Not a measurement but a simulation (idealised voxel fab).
process module | voxel capacitor over wiring
cross-section cut | 290 nm wide | cells 5 nm
A cross-section is a grid of square cells, given in bands from the top down. A band is one or more rows of cells.
Each band's line starts with the height of the band's top and of its bottom, in nm. Then come its materials from left to right, each with its width in nm. One material with "throughout" fills the band from edge to edge. "air" is empty space.
Height 0 is the level under which the wafer as received is all one material. The lowest band goes on downwards, as in "0 down".
A width such as "30 to 40" changes by the same amount from each row of cells to the next, from the band's top row to its bottom row.
"no change" after a step means that no cell of the cross-section changed.
closed voids: empty space of 8 cells or more with no open way to the top, each as width x height at its distance from the left edge, in nm
after a step's settings: what the simulator itself notes on the step
overlay nm, on a step with a mask: how far to the right of its planned place the mask lay; to the left if negative
plan
1 op RECEIVE | material Si
2 op CONFORMAL_DEP | material SiO2 | thk nm 15
3 op CONFORMAL_DEP | material SiN | thk nm 5
4 op DIRECTIONAL_DEP | material lowk | thk nm 25
5 op DIRECTIONAL_DEP | material aC | thk nm 10
6 op PATTERN | tone open | mask id METAL_1 | material resist | width nm 30 | pitch nm 85 | thk nm 30 | overlay nm 0
7 op DIRECTIONAL_ETCH | etch materials aC | depth nm 10
8 op STRIP | etch materials resist
9 op DIRECTIONAL_ETCH | etch materials lowk | depth nm 25
10 op DIRECTIONAL_ETCH | etch materials SiN | depth nm 5
11 op STRIP | etch materials aC
12 op CONFORMAL_DEP | material TiN | thk nm 5
13 op FILL_DEP | material W | thk nm 5
14 op CMP | height nm 45
15 op CONFORMAL_DEP | material SiCN | thk nm 5
16 op DIRECTIONAL_DEP | material SiO2 | thk nm 15
17 op MASKED_ETCH | tone open | mask id PLUG_1 | width nm 15 | etch materials SiO2 | depth nm 15 | overlay nm 0
18 op MASKED_ETCH | tone open | mask id PLUG_1 | width nm 15 | etch materials SiCN | depth nm 5 | overlay nm 0
19 op EPI | material Ru | thk nm 10
20 op EPI | material Ru | thk nm 10
21 op DIRECTIONAL_DEP | material TiN | thk nm 5
22 op DIRECTIONAL_DEP | material HfO2 | thk nm 5
23 op DIRECTIONAL_DEP | material TiN | thk nm 10
24 op MASKED_ETCH | tone cover | mask id UPPER_PLATE | width nm 60 | etch materials TiN | depth nm 10 | overlay nm 0
25 op MASKED_ETCH | tone cover | mask id UPPER_PLATE | width nm 60 | etch materials HfO2 | depth nm 5 | overlay nm 0
26 op DIRECTIONAL_DEP | material aC | thk nm 10
27 op PATTERN | tone cover | mask id LOWER_PLATE | material resist | width nm 70 | thk nm 25 | overlay nm 0
28 op DIRECTIONAL_ETCH | etch materials aC | depth nm 10
29 op STRIP | etch materials resist
30 op DIRECTIONAL_ETCH | etch materials TiN | depth nm 5
31 op STRIP | etch materials aC
32 op FILL_DEP | material SiO2 | thk nm 20
33 op CMP | height nm 100
34 op DIRECTIONAL_DEP | material aC | thk nm 15
35 op PATTERN | tone open | mask id PLUG_2 | material resist | width nm 15 | thk nm 30 | overlay nm 0
36 op DIRECTIONAL_ETCH | etch materials aC | depth nm 15
37 op STRIP | etch materials resist
38 op DIRECTIONAL_ETCH | etch materials SiO2 | depth nm 15
39 op STRIP | etch materials aC
40 op CONFORMAL_DEP | material TiN | thk nm 5
41 op FILL_DEP | material Cu | thk nm 5
42 op CMP | height nm 100
43 op CONFORMAL_DEP | material SiN | thk nm 5
first wafer, as planned
as received, after step 1
  0 down: Si throughout
  closed voids: none
after step 2
  15 to 0: SiO2 throughout
  below 0: unchanged
after step 3
  20 to 15: SiN throughout
  below 15: unchanged
after step 4
  45 to 20: lowk throughout
  below 20: unchanged
after step 5
  55 to 45: aC throughout
  below 45: unchanged
after step 6
  85 to 55: resist 85 | air 30 | resist 55 | air 30 | resist 90
  below 55: unchanged
after step 7
  75 to 55: resist 85 | air 30 | resist 55 | air 30 | resist 90
  55 to 45: aC 85 | air 30 | aC 55 | air 30 | aC 90
  below 45: unchanged
after step 8
  55 to 45: aC 85 | air 30 | aC 55 | air 30 | aC 90
  below 45: unchanged
after step 9
  55 to 45: aC 85 | air 30 | aC 55 | air 30 | aC 90
  45 to 20: lowk 85 | air 30 | lowk 55 | air 30 | lowk 90
  below 20: unchanged
after step 10
  55 to 45: aC 85 | air 30 | aC 55 | air 30 | aC 90
  45 to 20: lowk 85 | air 30 | lowk 55 | air 30 | lowk 90
  20 to 15: SiN 85 | air 30 | SiN 55 | air 30 | SiN 90
  below 15: unchanged
after step 11
  45 to 20: lowk 85 | air 30 | lowk 55 | air 30 | lowk 90
  below 20: unchanged
after step 12
  50 to 45: TiN 90 | air 20 | TiN 65 | air 20 | TiN 95
  45 to 20: lowk 85 | TiN 5 | air 20 | TiN 5 | lowk 55 | TiN 5 | air 20 | TiN 5 | lowk 90
  20 to 15: SiN 85 | TiN 30 | SiN 55 | TiN 30 | SiN 90
  below 15: unchanged
after step 13
  55 to 50: W throughout
  50 to 45: TiN 90 | W 20 | TiN 65 | W 20 | TiN 95
  45 to 20: lowk 85 | TiN 5 | W 20 | TiN 5 | lowk 55 | TiN 5 | W 20 | TiN 5 | lowk 90
  below 20: unchanged
after step 14
  45 to 20: lowk 85 | TiN 5 | W 20 | TiN 5 | lowk 55 | TiN 5 | W 20 | TiN 5 | lowk 90
  below 20: unchanged
after step 15
  50 to 45: SiCN throughout
  below 45: unchanged
after step 16
  65 to 50: SiO2 throughout
  below 50: unchanged
after step 17
  65 to 50: SiO2 100 | air 15 | SiO2 175
  below 50: unchanged
after step 18
  65 to 50: SiO2 100 | air 15 | SiO2 175
  50 to 45: SiCN 100 | air 15 | SiCN 175
  below 45: unchanged
after step 19
  65 to 55: SiO2 100 | air 15 | SiO2 175
  55 to 50: SiO2 100 | Ru 15 | SiO2 175
  50 to 45: SiCN 100 | Ru 15 | SiCN 175
  below 45: unchanged
after step 20
  65 to 50: SiO2 100 | Ru 15 | SiO2 175
  below 50: unchanged
after step 21
  70 to 65: TiN throughout
  below 65: unchanged
after step 22
  75 to 70: HfO2 throughout
  below 70: unchanged
after step 23
  85 to 75: TiN throughout
  below 75: unchanged
after step 24
  85 to 75: air 100 | TiN 60 | air 130
  below 75: unchanged
after step 25
  85 to 75: air 100 | TiN 60 | air 130
  75 to 70: air 100 | HfO2 60 | air 130
  below 70: unchanged
after step 26
  95 to 85: air 100 | aC 60 | air 130
  85 to 80: air 100 | TiN 60 | air 130
  80 to 75: aC 100 | TiN 60 | aC 130
  75 to 70: aC 100 | HfO2 60 | aC 130
  below 70: unchanged
after step 27
  120 to 95: air 95 | resist 70 | air 125
  95 to 85: air 95 | resist 5 | aC 60 | resist 5 | air 125
  85 to 80: air 95 | resist 5 | TiN 60 | resist 5 | air 125
  below 80: unchanged
after step 28
  110 to 95: air 95 | resist 70 | air 125
  95 to 85: air 95 | resist 5 | aC 60 | resist 5 | air 125
  85 to 80: air 95 | resist 5 | TiN 60 | resist 5 | air 125
  80 to 75: air 95 | aC 5 | TiN 60 | aC 5 | air 125
  75 to 70: air 95 | aC 5 | HfO2 60 | aC 5 | air 125
  below 70: unchanged
after step 29
  95 to 85: air 100 | aC 60 | air 130
  85 to 80: air 100 | TiN 60 | air 130
  below 80: unchanged
after step 30
  95 to 85: air 100 | aC 60 | air 130
  85 to 80: air 100 | TiN 60 | air 130
  80 to 75: air 95 | aC 5 | TiN 60 | aC 5 | air 125
  75 to 70: air 95 | aC 5 | HfO2 60 | aC 5 | air 125
  70 to 65: air 95 | TiN 70 | air 125
  below 65: unchanged
after step 31
  85 to 75: air 100 | TiN 60 | air 130
  75 to 70: air 100 | HfO2 60 | air 130
  below 70: unchanged
after step 32
  105 to 85: SiO2 throughout
  85 to 75: SiO2 100 | TiN 60 | SiO2 130
  75 to 70: SiO2 100 | HfO2 60 | SiO2 130
  70 to 65: SiO2 95 | TiN 70 | SiO2 125
  below 65: unchanged
after step 33
  100 to 85: SiO2 throughout
  below 85: unchanged
after step 34
  115 to 100: aC throughout
  below 100: unchanged
after step 35
  145 to 115: resist 110 | air 15 | resist 165
  below 115: unchanged
after step 36
  130 to 115: resist 110 | air 15 | resist 165
  115 to 100: aC 110 | air 15 | aC 165
  below 100: unchanged
after step 37
  115 to 100: aC 110 | air 15 | aC 165
  below 100: unchanged
after step 38
  115 to 100: aC 110 | air 15 | aC 165
  100 to 85: SiO2 110 | air 15 | SiO2 165
  below 85: unchanged
after step 39
  100 to 85: SiO2 110 | air 15 | SiO2 165
  below 85: unchanged
after step 40
  105 to 100: TiN 115 | air 5 | TiN 170
  100 to 90: SiO2 110 | TiN 5 | air 5 | TiN 5 | SiO2 165
  90 to 85: SiO2 110 | TiN 15 | SiO2 165
  below 85: unchanged
after step 41
  110 to 105: Cu throughout
  105 to 100: TiN 115 | Cu 5 | TiN 170
  100 to 90: SiO2 110 | TiN 5 | Cu 5 | TiN 5 | SiO2 165
  below 90: unchanged
after step 42
  100 to 90: SiO2 110 | TiN 5 | Cu 5 | TiN 5 | SiO2 165
  below 90: unchanged
after step 43
  105 to 100: SiN throughout
  below 100: unchanged
second wafer: like start, like plan, one mistake. Through step 15 it matches the first wafer
when step 16 should have ended
  65 to 50: TiN throughout
  below 50: unchanged
when step 17 should have ended: no change
when step 18 should have ended: no change
when step 19 should have ended
  75 to 65: Ru throughout
  below 65: unchanged
when step 20 should have ended
  85 to 65: Ru throughout
  below 65: unchanged
when step 21 should have ended
  90 to 85: TiN throughout
  below 85: unchanged
when step 22 should have ended
  95 to 90: HfO2 throughout
  below 90: unchanged
when step 23 should have ended
  105 to 95: TiN throughout
  below 95: unchanged
when step 24 should have ended
  105 to 95: air 100 | TiN 60 | air 130
  below 95: unchanged
when step 25 should have ended
  105 to 95: air 100 | TiN 60 | air 130
  95 to 90: air 100 | HfO2 60 | air 130
  below 90: unchanged
when step 26 should have ended
  115 to 105: air 100 | aC 60 | air 130
  105 to 100: air 100 | TiN 60 | air 130
  100 to 95: aC 100 | TiN 60 | aC 130
  95 to 90: aC 100 | HfO2 60 | aC 130
  below 90: unchanged
when step 27 should have ended
  140 to 115: air 95 | resist 70 | air 125
  115 to 105: air 95 | resist 5 | aC 60 | resist 5 | air 125
  105 to 100: air 95 | resist 5 | TiN 60 | resist 5 | air 125
  below 100: unchanged
when step 28 should have ended
  130 to 115: air 95 | resist 70 | air 125
  115 to 105: air 95 | resist 5 | aC 60 | resist 5 | air 125
  105 to 100: air 95 | resist 5 | TiN 60 | resist 5 | air 125
  100 to 95: air 95 | aC 5 | TiN 60 | aC 5 | air 125
  95 to 90: air 95 | aC 5 | HfO2 60 | aC 5 | air 125
  below 90: unchanged
when step 29 should have ended
  115 to 105: air 100 | aC 60 | air 130
  105 to 100: air 100 | TiN 60 | air 130
  below 100: unchanged
when step 30 should have ended
  115 to 105: air 100 | aC 60 | air 130
  105 to 100: air 100 | TiN 60 | air 130
  100 to 95: air 95 | aC 5 | TiN 60 | aC 5 | air 125
  95 to 90: air 95 | aC 5 | HfO2 60 | aC 5 | air 125
  90 to 85: air 95 | TiN 70 | air 125
  below 85: unchanged
when step 31 should have ended
  105 to 95: air 100 | TiN 60 | air 130
  95 to 90: air 100 | HfO2 60 | air 130
  below 90: unchanged
when step 32 should have ended
  125 to 105: SiO2 throughout
  105 to 95: SiO2 100 | TiN 60 | SiO2 130
  95 to 90: SiO2 100 | HfO2 60 | SiO2 130
  90 to 85: SiO2 95 | TiN 70 | SiO2 125
  below 85: unchanged
when step 33 should have ended
  100 to 95: SiO2 100 | TiN 60 | SiO2 130
  below 95: unchanged
when step 34 should have ended
  115 to 100: aC throughout
  below 100: unchanged
when step 35 should have ended
  145 to 115: resist 110 | air 15 | resist 165
  below 115: unchanged
when step 36 should have ended
  130 to 115: resist 110 | air 15 | resist 165
  115 to 100: aC 110 | air 15 | aC 165
  below 100: unchanged
when step 37 should have ended
  115 to 100: aC 110 | air 15 | aC 165
  below 100: unchanged
when step 38 should have ended: no change
when step 39 should have ended
  100 to 95: SiO2 100 | TiN 60 | SiO2 130
  below 95: unchanged
when step 40 should have ended
  105 to 100: TiN throughout
  below 100: unchanged
when step 41 should have ended
  110 to 105: Cu throughout
  below 105: unchanged
when step 42 should have ended
  100 to 95: SiO2 100 | TiN 60 | SiO2 130
  below 95: unchanged
when step 43 should have ended
  105 to 100: SiN throughout
  below 100: unchanged
what went wrong: step 16 ran as: op DIRECTIONAL_DEP | material TiN | thk nm 15
at the end the second wafer has, in cells: 2 fewer of Cu | 220 more of Ru | 3 more of SiCN | 376 fewer of SiO2 | 155 more of TiN
